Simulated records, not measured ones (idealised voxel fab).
Process module name: voxel capacitor over wiring
Cross-sectional view cut (width: 285 nm; square cell size: 5 nm).
A cross-section in this document is a grid of square cells, and it is written down as bands, the top band listed before the ones below it; a band is made up of one or more rows of cells.
In this notation a band is specified by the heights of its top and bottom, in that order and in nm, after which its materials appear from left to right, each paired with its width in nm. The word "everywhere" attached to a single material means that material fills the band from edge to edge; the word "air" stands for empty space.
Note: height 0 marks the level under which the wafer is uniformly one material as received. Lowest band unbounded below, written "from 0 down".
Graded width ("30->40"): value in top row of band = first number; value in bottom row = second number; row-to-row change constant.
Where a step carries "nothing was modified", the cross-section came out of it unchanged, cell for cell.
Look at "Fully sealed voids" for the closed voids: empty spaces with no open path to the top, sized 8 cells or up. Each is width x height at distance, distance from the left edge, all nm.
Formally, on a step line, whatever follows the settings is a remark that the simulator itself makes on the step.
For masked steps, "overlay nm" on the step line gives how far right of plan the mask actually lay; a minus sign means it lay to the left.
Pairs, read this way: before one process step on the one hand, after it on the other, the after cross-section ending at the lowest band that changed; the step between, settings included, beneath. Same starting wafer throughout, but possibly different runs of this module, so no pair continues from the pair above unless its entry headed "Before this step" says so.
[Before this step]
- from 70 to 60  Cu everywhere
- from 60 to 55  TiN: 100 | Cu: 10 | TiN: 65 | Cu: 10 | TiN: 100
- from 55 to 35  SiO2: 95 | TiN: 5 | Cu: 10 | TiN: 5 | SiO2: 55 | TiN: 5 | Cu: 10 | TiN: 5 | SiO2: 95
- from 35 to 30  SiCN: 95 | TiN: 20 | SiCN: 55 | TiN: 20 | SiCN: 95
- from 30 to 0  SiO2 everywhere
- from 0 down  Si everywhere
- Fully sealed voids: none
[Result of Step]
- from 40 to 35  SiO2: 95 | TiN: 5 | Cu: 10 | TiN: 5 | SiO2: 55 | TiN: 5 | Cu: 10 | TiN: 5 | SiO2: 95
- No changes below 35.
- Fully sealed voids: none
For reference, the processing step occurring between the two cross-sections presented above is as follows: CMP, height nm 40
Before this step: The initial state for this step is given by the after cross-section of the immediately preceding pair.
[Result of Step]
- from 45 to 40  air: 90 | Ru: 30 | air: 45 | Ru: 30 | air: 90
- No changes below 40.
- Fully sealed voids: none
For reference, the processing step occurring between the two cross-sections presented above is as follows: EPI, material Ru, thk nm 5
Before this step: The initial state for this step is given by the after cross-section of the immediately preceding pair.
[Result of Step]
- from 50 to 45  SiCN everywhere
- from 45 to 40  SiCN: 90 | Ru: 30 | SiCN: 45 | Ru: 30 | SiCN: 90
- No changes below 40.
- Fully sealed voids: none
For reference, the processing step occurring between the two cross-sections presented above is as follows: FILL_DEP, material SiCN, thk nm 5
Before this step: The initial state for this step is given by the after cross-section of the immediately preceding pair.
[Result of Step]
- from 60 to 50  lowk everywhere
- No changes below 50.
- Fully sealed voids: none
For reference, the processing step occurring between the two cross-sections presented above is as follows: DIRECTIONAL_DEP, material lowk, thk nm 10
Before this step: The initial state for this step is given by the after cross-section of the immediately preceding pair.
[Result of Step]
- from 75 to 60  resist: 100 | air: 15 | resist: 170
- No changes below 60.
- Fully sealed voids: none
For reference, the processing step occurring between the two cross-sections presented above is as follows: PATTERN, tone open, mask id PLUG_1, material resist, width nm 15, thk nm 15, overlay nm 0
Before this step: The initial state for this step is given by the after cross-section of the immediately preceding pair.
[Result of Step]
- from 75 to 60  resist: 100 | air: 15 | resist: 170
- from 60 to 50  lowk: 100 | air: 15 | lowk: 170
- No changes below 50.
- Fully sealed voids: none
For reference, the processing step occurring between the two cross-sections presented above is as follows: DIRECTIONAL_ETCH, etch materials lowk, depth nm 10
Before this step: The initial state for this step is given by the after cross-section of the immediately preceding pair.
[Result of Step]
- from 75 to 60  resist: 100 | air: 15 | resist: 170
- from 60 to 50  lowk: 100 | air: 15 | lowk: 170
- from 50 to 45  SiCN: 100 | air: 15 | SiCN: 170
- No changes below 45.
- Fully sealed voids: none
For reference, the processing step occurring between the two cross-sections presented above is as follows: DIRECTIONAL_ETCH, etch materials SiCN, depth nm 5
Before this step: The initial state for this step is given by the after cross-section of the immediately preceding pair.
[Result of Step]
- from 60 to 50  lowk: 100 | air: 15 | lowk: 170
- No changes below 50.
- Fully sealed voids: none
For reference, the processing step occurring between the two cross-sections presented above is as follows: STRIP, etch materials resist
Before this step: The initial state for this step is given by the after cross-section of the immediately preceding pair.
[Result of Step]
- from 65 to 60  TiN: 105 | air: 5 | TiN: 175
- from 60 to 50  lowk: 100 | TiN: 5 | air: 5 | TiN: 5 | lowk: 170
- from 50 to 45  SiCN: 100 | TiN: 15 | SiCN: 170
- No changes below 45.
- Fully sealed voids: none
For reference, the processing step occurring between the two cross-sections presented above is as follows: CONFORMAL_DEP, material TiN, thk nm 5
Before this step: The initial state for this step is given by the after cross-section of the immediately preceding pair.
[Result of Step]
- from 70 to 65  W everywhere
- from 65 to 60  TiN: 105 | W: 5 | TiN: 175
- from 60 to 50  lowk: 100 | TiN: 5 | W: 5 | TiN: 5 | lowk: 170
- No changes below 50.
- Fully sealed voids: none
For reference, the processing step occurring between the two cross-sections presented above is as follows: FILL_DEP, material W, thk nm 5
Before this step: The initial state for this step is given by the after cross-section of the immediately preceding pair.
[Result of Step]
- from 60 to 50  lowk: 100 | TiN: 5 | W: 5 | TiN: 5 | lowk: 170
- No changes below 50.
- Fully sealed voids: none
For reference, the processing step occurring between the two cross-sections presented above is as follows: CMP, height nm 60
Before this step: The initial state for this step is given by the after cross-section of the immediately preceding pair.
[Result of Step]
- from 65 to 60  TiN everywhere
- No changes below 60.
- Fully sealed voids: none
For reference, the processing step occurring between the two cross-sections presented above is as follows: DIRECTIONAL_DEP, material TiN, thk nm 5
Before this step: The initial state for this step is given by the after cross-section of the immediately preceding pair.
[Result of Step]
- from 70 to 65  HfO2 everywhere
- No changes below 65.
- Fully sealed voids: none
For reference, the processing step occurring between the two cross-sections presented above is as follows: DIRECTIONAL_DEP, material HfO2, thk nm 5
Before this step: The initial state for this step is given by the after cross-section of the immediately preceding pair.
[Result of Step]
- from 75 to 70  TiN everywhere
- No changes below 70.
- Fully sealed voids: none
For reference, the processing step occurring between the two cross-sections presented above is as follows: DIRECTIONAL_DEP, material TiN, thk nm 5
Before this step: The initial state for this step is given by the after cross-section of the immediately preceding pair.
[Result of Step]
- from 90 to 75  air: 100 | resist: 60 | air: 125
- No changes below 75.
- Fully sealed voids: none
For reference, the processing step occurring between the two cross-sections presented above is as follows: PATTERN, tone cover, mask id UPPER_PLATE, material resist, width nm 60, thk nm 15, overlay nm 0
Before this step: The initial state for this step is given by the after cross-section of the immediately preceding pair.
[Result of Step]
- from 90 to 75  air: 100 | resist: 60 | air: 125
- from 75 to 70  air: 100 | TiN: 60 | air: 125
- No changes below 70.
- Fully sealed voids: none
For reference, the processing step occurring between the two cross-sections presented above is as follows: DIRECTIONAL_ETCH, etch materials TiN, depth nm 5
Before this step: The initial state for this step is given by the after cross-section of the immediately preceding pair.
[Result of Step]
- from 90 to 75  air: 100 | resist: 60 | air: 125
- from 75 to 70  air: 100 | TiN: 60 | air: 125
- from 70 to 65  air: 100 | HfO2: 60 | air: 125
- No changes below 65.
- Fully sealed voids: none
For reference, the processing step occurring between the two cross-sections presented above is as follows: DIRECTIONAL_ETCH, etch materials HfO2, depth nm 5
Before this step: The initial state for this step is given by the after cross-section of the immediately preceding pair.
[Result of Step]
- from 75 to 70  air: 100 | TiN: 60 | air: 125
- No changes below 70.
- Fully sealed voids: none
For reference, the processing step occurring between the two cross-sections presented above is as follows: STRIP, etch materials resist
Before this step: The initial state for this step is given by the after cross-section of the immediately preceding pair.
[Result of Step]
- from 75 to 70  air: 100 | TiN: 60 | air: 125
- from 70 to 65  air: 100 | HfO2: 60 | air: 125
- from 65 to 60  air: 95 | TiN: 70 | air: 120
- No changes below 60.
- Fully sealed voids: none
For reference, the processing step occurring between the two cross-sections presented above is as follows: MASKED_ETCH, tone cover, mask id LOWER_PLATE, width nm 70, etch materials TiN, depth nm 5, overlay nm 0
Before this step: The initial state for this step is given by the after cross-section of the immediately preceding pair.
[Result of Step]
- from 95 to 75  SiO2 everywhere
- from 75 to 70  SiO2: 100 | TiN: 60 | SiO2: 125
- from 70 to 65  SiO2: 100 | HfO2: 60 | SiO2: 125
- from 65 to 60  SiO2: 95 | TiN: 70 | SiO2: 120
- No changes below 60.
- Fully sealed voids: none
For reference, the processing step occurring between the two cross-sections presented above is as follows: FILL_DEP, material SiO2, thk nm 20
Before this step: The initial state for this step is given by the after cross-section of the immediately preceding pair.
[Result of Step]
- from 90 to 75  SiO2 everywhere
- No changes below 75.
- Fully sealed voids: none
For reference, the processing step occurring between the two cross-sections presented above is as follows: CMP, height nm 90
Before this step: The initial state for this step is given by the after cross-section of the immediately preceding pair.
[Result of Step]
- from 100 to 90  aC everywhere
- No changes below 90.
- Fully sealed voids: none
For reference, the processing step occurring between the two cross-sections presented above is as follows: DIRECTIONAL_DEP, material aC, thk nm 10
Before this step: The initial state for this step is given by the after cross-section of the immediately preceding pair.
[Result of Step]
- from 130 to 100  resist: 110 | air: 15 | resist: 160
- No changes below 100.
- Fully sealed voids: none
For reference, the processing step occurring between the two cross-sections presented above is as follows: PATTERN, tone open, mask id PLUG_2, material resist, width nm 15, thk nm 30, overlay nm 0
Before this step: The initial state for this step is given by the after cross-section of the immediately preceding pair.
[Result of Step]
- from 120 to 100  resist: 110 | air: 15 | resist: 160
- from 100 to 90  aC: 110 | air: 15 | aC: 160
- No changes below 90.
- Fully sealed voids: none
For reference, the processing step occurring between the two cross-sections presented above is as follows: DIRECTIONAL_ETCH, etch materials aC, depth nm 10
Before this step: The initial state for this step is given by the after cross-section of the immediately preceding pair.
[Result of Step]
- from 100 to 90  aC: 110 | air: 15 | aC: 160
- No changes below 90.
- Fully sealed voids: none
For reference, the processing step occurring between the two cross-sections presented above is as follows: STRIP, etch materials resist
Before this step: The initial state for this step is given by the after cross-section of the immediately preceding pair.
[Result of Step]
- from 100 to 90  aC: 110 | air: 15 | aC: 160
- from 90 to 75  SiO2: 110 | air: 15 | SiO2: 160
- No changes below 75.
- Fully sealed voids: none
For reference, the processing step occurring between the two cross-sections presented above is as follows: DIRECTIONAL_ETCH, etch materials SiO2, depth nm 15
Before this step: The initial state for this step is given by the after cross-section of the immediately preceding pair.
[Result of Step]
- from 90 to 75  SiO2: 110 | air: 15 | SiO2: 160
- No changes below 75.
- Fully sealed voids: none
For reference, the processing step occurring between the two cross-sections presented above is as follows: STRIP, etch materials aC
Before this step: The initial state for this step is given by the after cross-section of the immediately preceding pair.
[Result of Step]
- from 95 to 90  TiN: 115 | air: 5 | TiN: 165
- from 90 to 80  SiO2: 110 | TiN: 5 | air: 5 | TiN: 5 | SiO2: 160
- from 80 to 70  SiO2: 110->100 | TiN: 15->60 | SiO2: 160->125
- No changes below 70.
- Fully sealed voids: none
For reference, the processing step occurring between the two cross-sections presented above is as follows: CONFORMAL_DEP, material TiN, thk nm 5
Before this step: The initial state for this step is given by the after cross-section of the immediately preceding pair.
[Result of Step]
- from 100 to 95  W everywhere
- from 95 to 90  TiN: 115 | W: 5 | TiN: 165
- from 90 to 80  SiO2: 110 | TiN: 5 | W: 5 | TiN: 5 | SiO2: 160
- No changes below 80.
- Fully sealed voids: none
For reference, the processing step occurring between the two cross-sections presented above is as follows: FILL_DEP, material W, thk nm 5
Before this step: The initial state for this step is given by the after cross-section of the immediately preceding pair.
[Result of Step]
- from 90 to 80  SiO2: 110 | TiN: 5 | W: 5 | TiN: 5 | SiO2: 160
- No changes below 80.
- Fully sealed voids: none
For reference, the processing step occurring between the two cross-sections presented above is as follows: CMP, height nm 90
Before this step: The initial state for this step is given by the after cross-section of the immediately preceding pair.
[Result of Step]
- from 95 to 90  SiN everywhere
- No changes below 90.
- Fully sealed voids: none
For reference, the processing step occurring between the two cross-sections presented above is as follows: CONFORMAL_DEP, material SiN, thk nm 5
[Before this step]
- from 0 down  Si everywhere
- Fully sealed voids: none
[Result of Step]
- from 5 to 0  SiCN everywhere
- No changes below 0.
- Fully sealed voids: none
For reference, the processing step occurring between the two cross-sections presented above is as follows: CONFORMAL_DEP, material SiCN, thk nm 5
Before this step: The initial state for this step is given by the after cross-section of the immediately preceding pair.
[Result of Step]
- from 20 to 5  SiO2 everywhere
- No changes below 5.
- Fully sealed voids: none
For reference, the processing step occurring between the two cross-sections presented above is as follows: CONFORMAL_DEP, material SiO2, thk nm 15
Before this step: The initial state for this step is given by the after cross-section of the immediately preceding pair.
[Result of Step]
- from 40 to 5  SiO2 everywhere
- No changes below 5.
- Fully sealed voids: none
For reference, the processing step occurring between the two cross-sections presented above is as follows: DIRECTIONAL_DEP, material SiO2, thk nm 20
Before this step: The initial state for this step is given by the after cross-section of the immediately preceding pair.
[Result of Step]
- from 50 to 40  aC everywhere
- No changes below 40.
- Fully sealed voids: none
For reference, the processing step occurring between the two cross-sections presented above is as follows: DIRECTIONAL_DEP, material aC, thk nm 10
Before this step: The initial state for this step is given by the after cross-section of the immediately preceding pair.
[Result of Step]
- from 80 to 50  resist: 95 | air: 20 | resist: 55 | air: 20 | resist: 95
- No changes below 50.
- Fully sealed voids: none
For reference, the processing step occurring between the two cross-sections presented above is as follows: PATTERN, tone open, mask id METAL_1, material resist, width nm 20, pitch nm 75, thk nm 30, overlay nm 0
Before this step: The initial state for this step is given by the after cross-section of the immediately preceding pair.
[Result of Step]
- from 70 to 50  resist: 95 | air: 20 | resist: 55 | air: 20 | resist: 95
- from 50 to 40  aC: 95 | air: 20 | aC: 55 | air: 20 | aC: 95
- No changes below 40.
- Fully sealed voids: none
For reference, the processing step occurring between the two cross-sections presented above is as follows: DIRECTIONAL_ETCH, etch materials aC, depth nm 10
Before this step: The initial state for this step is given by the after cross-section of the immediately preceding pair.
[Result of Step]
- from 50 to 40  aC: 95 | air: 20 | aC: 55 | air: 20 | aC: 95
- No changes below 40.
- Fully sealed voids: none
For reference, the processing step occurring between the two cross-sections presented above is as follows: STRIP, etch materials resist
Before this step: The initial state for this step is given by the after cross-section of the immediately preceding pair.
[Result of Step]
- from 50 to 40  aC: 95 | air: 20 | aC: 55 | air: 20 | aC: 95
- from 40 to 20  SiO2: 95 | air: 20 | SiO2: 55 | air: 20 | SiO2: 95
- No changes below 20.
- Fully sealed voids: none
For reference, the processing step occurring between the two cross-sections presented above is as follows: DIRECTIONAL_ETCH, etch materials SiO2, depth nm 20
Before this step: The initial state for this step is given by the after cross-section of the immediately preceding pair.
[Result of Step]
- from 40 to 20  SiO2: 95 | air: 20 | SiO2: 55 | air: 20 | SiO2: 95
- No changes below 20.
- Fully sealed voids: none
For reference, the processing step occurring between the two cross-sections presented above is as follows: STRIP, etch materials aC
Before this step: The initial state for this step is given by the after cross-section of the immediately preceding pair.
[Result of Step]
- from 45 to 40  TiN: 100 | air: 10 | TiN: 65 | air: 10 | TiN: 100
- from 40 to 25  SiO2: 95 | TiN: 5 | air: 10 | TiN: 5 | SiO2: 55 | TiN: 5 | air: 10 | TiN: 5 | SiO2: 95
- from 25 to 20  SiO2: 95 | TiN: 20 | SiO2: 55 | TiN: 20 | SiO2: 95
- No changes below 20.
- Fully sealed voids: none
For reference, the processing step occurring between the two cross-sections presented above is as follows: CONFORMAL_DEP, material TiN, thk nm 5
Before this step: The initial state for this step is given by the after cross-section of the immediately preceding pair.
[Result of Step]
- from 55 to 45  Cu everywhere
- from 45 to 40  TiN: 100 | Cu: 10 | TiN: 65 | Cu: 10 | TiN: 100
- from 40 to 25  SiO2: 95 | TiN: 5 | Cu: 10 | TiN: 5 | SiO2: 55 | TiN: 5 | Cu: 10 | TiN: 5 | SiO2: 95
- No changes below 25.
- Fully sealed voids: none
For reference, the processing step occurring between the two cross-sections presented above is as follows: FILL_DEP, material Cu, thk nm 10
Before this step: The initial state for this step is given by the after cross-section of the immediately preceding pair.
[Result of Step]
- from 40 to 25  SiO2: 95 | TiN: 5 | Cu: 10 | TiN: 5 | SiO2: 55 | TiN: 5 | Cu: 10 | TiN: 5 | SiO2: 95
- No changes below 25.
- Fully sealed voids: none
For reference, the processing step occurring between the two cross-sections presented above is as follows: CMP, height nm 40
Before this step: The initial state for this step is given by the after cross-section of the immediately preceding pair.
[Result of Step]
- from 45 to 40  air: 90 | Ru: 30 | air: 45 | Ru: 30 | air: 90
- No changes below 40.
- Fully sealed voids: none
For reference, the processing step occurring between the two cross-sections presented above is as follows: EPI, material Ru, thk nm 5
Before this step: The initial state for this step is given by the after cross-section of the immediately preceding pair.
[Result of Step]
- from 50 to 45  SiCN everywhere
- from 45 to 40  SiCN: 90 | Ru: 30 | SiCN: 45 | Ru: 30 | SiCN: 90
- No changes below 40.
- Fully sealed voids: none
For reference, the processing step occurring between the two cross-sections presented above is as follows: FILL_DEP, material SiCN, thk nm 5
Before this step: The initial state for this step is given by the after cross-section of the immediately preceding pair.
[Result of Step]
- from 60 to 50  lowk everywhere
- No changes below 50.
- Fully sealed voids: none
For reference, the processing step occurring between the two cross-sections presented above is as follows: DIRECTIONAL_DEP, material lowk, thk nm 10
Before this step: The initial state for this step is given by the after cross-section of the immediately preceding pair.
[Result of Step]
- from 75 to 60  resist: 100 | air: 15 | resist: 170
- No changes below 60.
- Fully sealed voids: none
For reference, the processing step occurring between the two cross-sections presented above is as follows: PATTERN, tone open, mask id PLUG_1, material resist, width nm 15, thk nm 15, overlay nm 0
Before this step: The initial state for this step is given by the after cross-section of the immediately preceding pair.
[Result of Step]
- from 75 to 60  resist: 100 | air: 15 | resist: 170
- from 60 to 50  lowk: 100 | air: 15 | lowk: 170
- No changes below 50.
- Fully sealed voids: none
For reference, the processing step occurring between the two cross-sections presented above is as follows: DIRECTIONAL_ETCH, etch materials lowk, depth nm 10
Before this step: The initial state for this step is given by the after cross-section of the immediately preceding pair.
[Result of Step]
- from 75 to 60  resist: 100 | air: 15 | resist: 170
- from 60 to 50  lowk: 100 | air: 15 | lowk: 170
- from 50 to 45  SiCN: 100 | air: 15 | SiCN: 170
- No changes below 45.
- Fully sealed voids: none
For reference, the processing step occurring between the two cross-sections presented above is as follows: DIRECTIONAL_ETCH, etch materials SiCN, depth nm 5
Before this step: The initial state for this step is given by the after cross-section of the immediately preceding pair.
[Result of Step]
- from 60 to 50  lowk: 100 | air: 15 | lowk: 170
- No changes below 50.
- Fully sealed voids: none
For reference, the processing step occurring between the two cross-sections presented above is as follows: STRIP, etch materials resist
Before this step: The initial state for this step is given by the after cross-section of the immediately preceding pair.
[Result of Step]
- from 65 to 60  TiN: 105 | air: 5 | TiN: 175
- from 60 to 50  lowk: 100 | TiN: 5 | air: 5 | TiN: 5 | lowk: 170
- from 50 to 45  SiCN: 100 | TiN: 15 | SiCN: 170
- No changes below 45.
- Fully sealed voids: none
For reference, the processing step occurring between the two cross-sections presented above is as follows: CONFORMAL_DEP, material TiN, thk nm 5
Before this step: The initial state for this step is given by the after cross-section of the immediately preceding pair.
[Result of Step]
- from 70 to 65  W everywhere
- from 65 to 60  TiN: 105 | W: 5 | TiN: 175
- from 60 to 50  lowk: 100 | TiN: 5 | W: 5 | TiN: 5 | lowk: 170
- No changes below 50.
- Fully sealed voids: none
For reference, the processing step occurring between the two cross-sections presented above is as follows: FILL_DEP, material W, thk nm 5
Before this step: The initial state for this step is given by the after cross-section of the immediately preceding pair.
[Result of Step]
- from 60 to 50  lowk: 100 | TiN: 5 | W: 5 | TiN: 5 | lowk: 170
- No changes below 50.
- Fully sealed voids: none
For reference, the processing step occurring between the two cross-sections presented above is as follows: CMP, height nm 60
Before this step: The initial state for this step is given by the after cross-section of the immediately preceding pair.
[Result of Step]
- from 65 to 60  TiN everywhere
- No changes below 60.
- Fully sealed voids: none
For reference, the processing step occurring between the two cross-sections presented above is as follows: DIRECTIONAL_DEP, material TiN, thk nm 5
Before this step: The initial state for this step is given by the after cross-section of the immediately preceding pair.
[Result of Step]
- from 70 to 65  HfO2 everywhere
- No changes below 65.
- Fully sealed voids: none
For reference, the processing step occurring between the two cross-sections presented above is as follows: DIRECTIONAL_DEP, material HfO2, thk nm 5
Before this step: The initial state for this step is given by the after cross-section of the immediately preceding pair.
[Result of Step]
- from 75 to 70  TiN everywhere
- No changes below 70.
- Fully sealed voids: none
For reference, the processing step occurring between the two cross-sections presented above is as follows: DIRECTIONAL_DEP, material TiN, thk nm 5
Before this step: The initial state for this step is given by the after cross-section of the immediately preceding pair.
[Result of Step]
- from 90 to 75  air: 100 | resist: 60 | air: 125
- No changes below 75.
- Fully sealed voids: none
For reference, the processing step occurring between the two cross-sections presented above is as follows: PATTERN, tone cover, mask id UPPER_PLATE, material resist, width nm 60, thk nm 15, overlay nm 0
Before this step: The initial state for this step is given by the after cross-section of the immediately preceding pair.
[Result of Step]
- from 90 to 75  air: 100 | resist: 60 | air: 125
- from 75 to 70  air: 100 | TiN: 60 | air: 125
- No changes below 70.
- Fully sealed voids: none
For reference, the processing step occurring between the two cross-sections presented above is as follows: DIRECTIONAL_ETCH, etch materials TiN, depth nm 5
Before this step: The initial state for this step is given by the after cross-section of the immediately preceding pair.
[Result of Step]
- from 90 to 75  air: 100 | resist: 60 | air: 125
- from 75 to 70  air: 100 | TiN: 60 | air: 125
- from 70 to 65  air: 100 | HfO2: 60 | air: 125
- No changes below 65.
- Fully sealed voids: none
For reference, the processing step occurring between the two cross-sections presented above is as follows: DIRECTIONAL_ETCH, etch materials HfO2, depth nm 5
Before this step: The initial state for this step is given by the after cross-section of the immediately preceding pair.
[Result of Step]
- from 75 to 70  air: 100 | TiN: 60 | air: 125
- No changes below 70.
- Fully sealed voids: none
For reference, the processing step occurring between the two cross-sections presented above is as follows: STRIP, etch materials resist
Before this step: The initial state for this step is given by the after cross-section of the immediately preceding pair.
[Result of Step]
- from 75 to 70  air: 100 | TiN: 60 | air: 125
- from 70 to 65  air: 100 | HfO2: 60 | air: 125
- from 65 to 60  air: 95 | TiN: 70 | air: 120
- No changes below 60.
- Fully sealed voids: none
For reference, the processing step occurring between the two cross-sections presented above is as follows: MASKED_ETCH, tone cover, mask id LOWER_PLATE, width nm 70, etch materials TiN, depth nm 5, overlay nm 0
Before this step: The initial state for this step is given by the after cross-section of the immediately preceding pair.
[Result of Step]
- from 95 to 75  SiO2 everywhere
- from 75 to 70  SiO2: 100 | TiN: 60 | SiO2: 125
- from 70 to 65  SiO2: 100 | HfO2: 60 | SiO2: 125
- from 65 to 60  SiO2: 95 | TiN: 70 | SiO2: 120
- No changes below 60.
- Fully sealed voids: none
For reference, the processing step occurring between the two cross-sections presented above is as follows: FILL_DEP, material SiO2, thk nm 20
Before this step: The initial state for this step is given by the after cross-section of the immediately preceding pair.
[Result of Step]
- from 90 to 75  SiO2 everywhere
- No changes below 75.
- Fully sealed voids: none
For reference, the processing step occurring between the two cross-sections presented above is as follows: CMP, height nm 90
Before this step: The initial state for this step is given by the after cross-section of the immediately preceding pair.
[Result of Step]
- from 100 to 90  aC everywhere
- No changes below 90.
- Fully sealed voids: none
For reference, the processing step occurring between the two cross-sections presented above is as follows: DIRECTIONAL_DEP, material aC, thk nm 10
Before this step: The initial state for this step is given by the after cross-section of the immediately preceding pair.
[Result of Step]
- from 130 to 100  resist: 110 | air: 15 | resist: 160
- No changes below 100.
- Fully sealed voids: none
For reference, the processing step occurring between the two cross-sections presented above is as follows: PATTERN, tone open, mask id PLUG_2, material resist, width nm 15, thk nm 30, overlay nm 0
Before this step: The initial state for this step is given by the after cross-section of the immediately preceding pair.
[Result of Step]
- from 120 to 100  resist: 110 | air: 15 | resist: 160
- from 100 to 90  aC: 110 | air: 15 | aC: 160
- No changes below 90.
- Fully sealed voids: none
For reference, the processing step occurring between the two cross-sections presented above is as follows: DIRECTIONAL_ETCH, etch materials aC, depth nm 10
Before this step: The initial state for this step is given by the after cross-section of the immediately preceding pair.
[Result of Step]
- from 100 to 90  aC: 110 | air: 15 | aC: 160
- No changes below 90.
- Fully sealed voids: none
For reference, the processing step occurring between the two cross-sections presented above is as follows: STRIP, etch materials resist
Before this step: The initial state for this step is given by the after cross-section of the immediately preceding pair.
[Result of Step]
- from 100 to 90  aC: 110 | air: 15 | aC: 160
- from 90 to 75  SiO2: 110 | air: 15 | SiO2: 160
- No changes below 75.
- Fully sealed voids: none
For reference, the processing step occurring between the two cross-sections presented above is as follows: DIRECTIONAL_ETCH, etch materials SiO2, depth nm 15
Before this step: The initial state for this step is given by the after cross-section of the immediately preceding pair.
[Result of Step]
- from 90 to 75  SiO2: 110 | air: 15 | SiO2: 160
- No changes below 75.
- Fully sealed voids: none
For reference, the processing step occurring between the two cross-sections presented above is as follows: STRIP, etch materials aC
Before this step: The initial state for this step is given by the after cross-section of the immediately preceding pair.
[Result of Step]
- from 95 to 90  TiN: 115 | air: 5 | TiN: 165
- from 90 to 80  SiO2: 110 | TiN: 5 | air: 5 | TiN: 5 | SiO2: 160
- from 80 to 70  SiO2: 110->100 | TiN: 15->60 | SiO2: 160->125
- No changes below 70.
- Fully sealed voids: none
For reference, the processing step occurring between the two cross-sections presented above is as follows: CONFORMAL_DEP, material TiN, thk nm 5
Before this step: The initial state for this step is given by the after cross-section of the immediately preceding pair.
[Result of Step]
- from 100 to 95  W everywhere
- from 95 to 90  TiN: 115 | W: 5 | TiN: 165
- from 90 to 80  SiO2: 110 | TiN: 5 | W: 5 | TiN: 5 | SiO2: 160
- No changes below 80.
- Fully sealed voids: none
For reference, the processing step occurring between the two cross-sections presented above is as follows: FILL_DEP, material W, thk nm 5
Before this step: The initial state for this step is given by the after cross-section of the immediately preceding pair.
[Result of Step]
- from 90 to 80  SiO2: 110 | TiN: 5 | W: 5 | TiN: 5 | SiO2: 160
- No changes below 80.
- Fully sealed voids: none
For reference, the processing step occurring between the two cross-sections presented above is as follows: CMP, height nm 90
Before this step: The initial state for this step is given by the after cross-section of the immediately preceding pair.
[Result of Step]
- from 95 to 90  SiN everywhere
- No changes below 90.
- Fully sealed voids: none
For reference, the processing step occurring between the two cross-sections presented above is as follows: CONFORMAL_DEP, material SiN, thk nm 5
[Before this step]
- from 65 to 60  TiN everywhere
- from 60 to 50  lowk: 100 | TiN: 5 | W: 5 | TiN: 5 | lowk: 170
- from 50 to 45  SiCN: 100 | TiN: 15 | SiCN: 170
- from 45 to 40  SiCN: 90 | Ru: 30 | SiCN: 45 | Ru: 30 | SiCN: 90
- from 40 to 20  SiO2: 95 | TiN: 5 | Cu: 10 | TiN: 5 | SiO2: 55 | TiN: 5 | Cu: 10 | TiN: 5 | SiO2: 95
- from 20 to 15  SiCN: 95 | TiN: 20 | SiCN: 55 | TiN: 20 | SiCN: 95
- from 15 to 0  SiO2 everywhere
- from 0 down  Si everywhere
- Fully sealed voids: none
[Result of Step]
- from 80 to 65  HfO2 everywhere
- No changes below 65.
- Fully sealed voids: none
For reference, the processing step occurring between the two cross-sections presented above is as follows: DIRECTIONAL_DEP, material HfO2, thk nm 15
Before this step: The initial state for this step is given by the after cross-section of the immediately preceding pair.
[Result of Step]
- from 85 to 80  TiN everywhere
- No changes below 80.
- Fully sealed voids: none
For reference, the processing step occurring between the two cross-sections presented above is as follows: DIRECTIONAL_DEP, material TiN, thk nm 5
Before this step: The initial state for this step is given by the after cross-section of the immediately preceding pair.
[Result of Step]
- from 100 to 85  air: 100 | resist: 60 | air: 125
- No changes below 85.
- Fully sealed voids: none
For reference, the processing step occurring between the two cross-sections presented above is as follows: PATTERN, tone cover, mask id UPPER_PLATE, material resist, width nm 60, thk nm 15, overlay nm 0
Before this step: The initial state for this step is given by the after cross-section of the immediately preceding pair.
[Result of Step]
- from 100 to 85  air: 100 | resist: 60 | air: 125
- from 85 to 80  air: 100 | TiN: 60 | air: 125
- No changes below 80.
- Fully sealed voids: none
For reference, the processing step occurring between the two cross-sections presented above is as follows: DIRECTIONAL_ETCH, etch materials TiN, depth nm 5
Before this step: The initial state for this step is given by the after cross-section of the immediately preceding pair.
[Result of Step]
- from 100 to 85  air: 100 | resist: 60 | air: 125
- from 85 to 80  air: 100 | TiN: 60 | air: 125
- from 80 to 75  air: 100 | HfO2: 60 | air: 125
- No changes below 75.
- Fully sealed voids: none
For reference, the processing step occurring between the two cross-sections presented above is as follows: DIRECTIONAL_ETCH, etch materials HfO2, depth nm 5
Before this step: The initial state for this step is given by the after cross-section of the immediately preceding pair.
[Result of Step]
- from 85 to 80  air: 100 | TiN: 60 | air: 125
- No changes below 80.
- Fully sealed voids: none
For reference, the processing step occurring between the two cross-sections presented above is as follows: STRIP, etch materials resist
Before this step: The initial state for this step is given by the after cross-section of the immediately preceding pair.
[Result of Step]
- from 105 to 85  SiO2 everywhere
- from 85 to 80  SiO2: 100 | TiN: 60 | SiO2: 125
- from 80 to 75  SiO2: 100 | HfO2: 60 | SiO2: 125
- No changes below 75.
- Fully sealed voids: none
For reference, the processing step occurring between the two cross-sections presented above is as follows: FILL_DEP, material SiO2, thk nm 20
Before this step: The initial state for this step is given by the after cross-section of the immediately preceding pair.
[Result of Step]
- from 90 to 85  SiO2 everywhere
- No changes below 85.
- Fully sealed voids: none
For reference, the processing step occurring between the two cross-sections presented above is as follows: CMP, height nm 90
Before this step: The initial state for this step is given by the after cross-section of the immediately preceding pair.
[Result of Step]
- from 100 to 90  aC everywhere
- No changes below 90.
- Fully sealed voids: none
For reference, the processing step occurring between the two cross-sections presented above is as follows: DIRECTIONAL_DEP, material aC, thk nm 10
Before this step: The initial state for this step is given by the after cross-section of the immediately preceding pair.
[Result of Step]
- from 130 to 100  resist: 110 | air: 15 | resist: 160
- No changes below 100.
- Fully sealed voids: none
For reference, the processing step occurring between the two cross-sections presented above is as follows: PATTERN, tone open, mask id PLUG_2, material resist, width nm 15, thk nm 30, overlay nm 0
Before this step: The initial state for this step is given by the after cross-section of the immediately preceding pair.
[Result of Step]
- from 120 to 100  resist: 110 | air: 15 | resist: 160
- from 100 to 90  aC: 110 | air: 15 | aC: 160
- No changes below 90.
- Fully sealed voids: none
For reference, the processing step occurring between the two cross-sections presented above is as follows: DIRECTIONAL_ETCH, etch materials aC, depth nm 10
Before this step: The initial state for this step is given by the after cross-section of the immediately preceding pair.
[Result of Step]
- from 100 to 90  aC: 110 | air: 15 | aC: 160
- No changes below 90.
- Fully sealed voids: none
For reference, the processing step occurring between the two cross-sections presented above is as follows: STRIP, etch materials resist
